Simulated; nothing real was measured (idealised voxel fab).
process module | voxel wiring stack
Section cut is 230 nm wide and gridded with 5 nm square cells.
Throughout this document, each cross-section is represented as a grid of square cells and is presented as a sequence of bands enumerated from the top downward, where a band comprises one or more rows of cells.
Quick guide to a band line: top height, bottom height (nm) up front; then every material left to right with its width in nm. Only one material and it's marked "full width"? Then it fills the band edge to edge. And "blank" just means empty space.
Zero point of the height axis is 0; under it, received wafer = one material. Lowest band: continues down indefinitely, "0..down".
So if you see something like "30 to 40" for the width, read it as the top row of the band sitting at the first number and the bottom row at the second, with every row in between moving by the same amount as the last.
Given "nothing was modified" for a step, no cell of the cross-section differs between before and after that step.
Enclosed voids (no open way to top), threshold 8 cells or more, entry "Sealed cavities", notation width x height at distance, distance from left edge, nm.
Heads up: the bit after the settings on a step's line is the simulator's remark on that step.
"overlay nm" answers the question of how far to the right of plan the mask lay on a step that has a mask, and when it is negative the answer is to the left.
This section lists the process steps that were planned
1) RECEIVE,material Si
2) CONFORMAL_DEP,material SiO2,thk nm 10
3) DIRECTIONAL_DEP,material TiN,thk nm 5
4) DIRECTIONAL_DEP,material W,thk nm 15
5) MASKED_ETCH,tone cover,mask id METAL_1,width nm 30,pitch nm 60,etch materials W,depth nm 15,overlay nm 0
6) MASKED_ETCH,tone cover,mask id METAL_1,width nm 30,pitch nm 60,etch materials TiN,depth nm 5,overlay nm 0
7) FILL_DEP,material SiO2,thk nm 5
8) CMP,height nm 30
9) CONFORMAL_DEP,material SiCN,thk nm 5
10) DIRECTIONAL_DEP,material SiO2,thk nm 25
11) DIRECTIONAL_DEP,material aC,thk nm 10
12) PATTERN,tone open,mask id METAL_2_HOLES,material resist,width nm 15,pitch nm 60,thk nm 25,overlay nm 0
13) DIRECTIONAL_ETCH,etch materials aC,depth nm 10
14) STRIP,etch materials resist
15) DIRECTIONAL_ETCH,etch materials SiO2,depth nm 25
16) STRIP,etch materials aC
17) PATTERN,tone open,mask id METAL_2,material resist,width nm 30,pitch nm 60,thk nm 20,overlay nm 0
18) DIRECTIONAL_ETCH,etch materials SiO2,depth nm 15
19) DIRECTIONAL_ETCH,etch materials SiCN,depth nm 5
20) STRIP,etch materials resist
21) CONFORMAL_DEP,material TiN,thk nm 5
22) FILL_DEP,material Cu,thk nm 5
23) CMP,height nm 60
24) CONFORMAL_DEP,material SiCN,thk nm 5
Cross-section, incoming material, after step 1
  0..down | Si full width
  Sealed cavities: none
Cross-sectional view of the first of the two wafers upon completion of the module, processed in accordance with the plan
  65..60 | SiCN full width
  60..50 | SiO2: 40; TiN: 5; Cu: 20; TiN: 5; SiO2: 30; TiN: 5; Cu: 20; TiN: 5; SiO2: 30; TiN: 5; Cu: 20; TiN: 5; SiO2: 40
  50..45 | SiO2: 40; TiN: 5; Cu: 5; TiN: 20; SiO2: 30; TiN: 5; Cu: 5; TiN: 20; SiO2: 30; TiN: 5; Cu: 5; TiN: 20; SiO2: 40
  45..35 | SiO2: 40; TiN: 5; Cu: 5; TiN: 5; SiO2: 45; TiN: 5; Cu: 5; TiN: 5; SiO2: 45; TiN: 5; Cu: 5; TiN: 5; SiO2: 55
  35..30 | SiCN: 40; TiN: 15; SiCN: 45; TiN: 15; SiCN: 45; TiN: 15; SiCN: 55
  30..15 | SiO2: 40; W: 30; SiO2: 30; W: 30; SiO2: 30; W: 30; SiO2: 40
  15..10 | SiO2: 40; TiN: 30; SiO2: 30; TiN: 30; SiO2: 30; TiN: 30; SiO2: 40
  10..0 | SiO2 full width
  0..down | Si full width
  Sealed cavities: none
Here's the second of our two wafers sectioned at module end. Same start as the first, same plan, but one mistake got made running it
  65..60 | SiCN full width
  60..50 | SiO2: 40; TiN: 5; Cu: 20; TiN: 5; SiO2: 30; TiN: 5; Cu: 20; TiN: 5; SiO2: 30; TiN: 5; Cu: 20; TiN: 5; SiO2: 40
  50..45 | SiO2: 40; TiN: 5; Cu: 5; TiN: 20; SiO2: 30; TiN: 5; Cu: 5; TiN: 20; SiO2: 30; TiN: 5; Cu: 5; TiN: 20; SiO2: 40
  45..35 | SiO2: 40; TiN: 5; Cu: 5; TiN: 5; SiO2: 45; TiN: 5; Cu: 5; TiN: 5; SiO2: 45; TiN: 5; Cu: 5; TiN: 5; SiO2: 55
  35..30 | SiCN: 40; TiN: 15; SiCN: 45; TiN: 15; SiCN: 45; TiN: 15; SiCN: 55
  30..15 | SiO2: 40; W: 30; SiO2: 30; W: 30; SiO2: 30; W: 30; SiO2: 40
  15..10 | aC full width
  10..0 | SiO2 full width
  0..down | Si full width
  Sealed cavities: none
Want to know what went wrong? rather than as planned, step 3 actually ran as DIRECTIONAL_DEP,material aC,thk nm 5
Cell-count delta at end, second wafer over first, by material: -28 SiO2 | -18 TiN | +46 aC
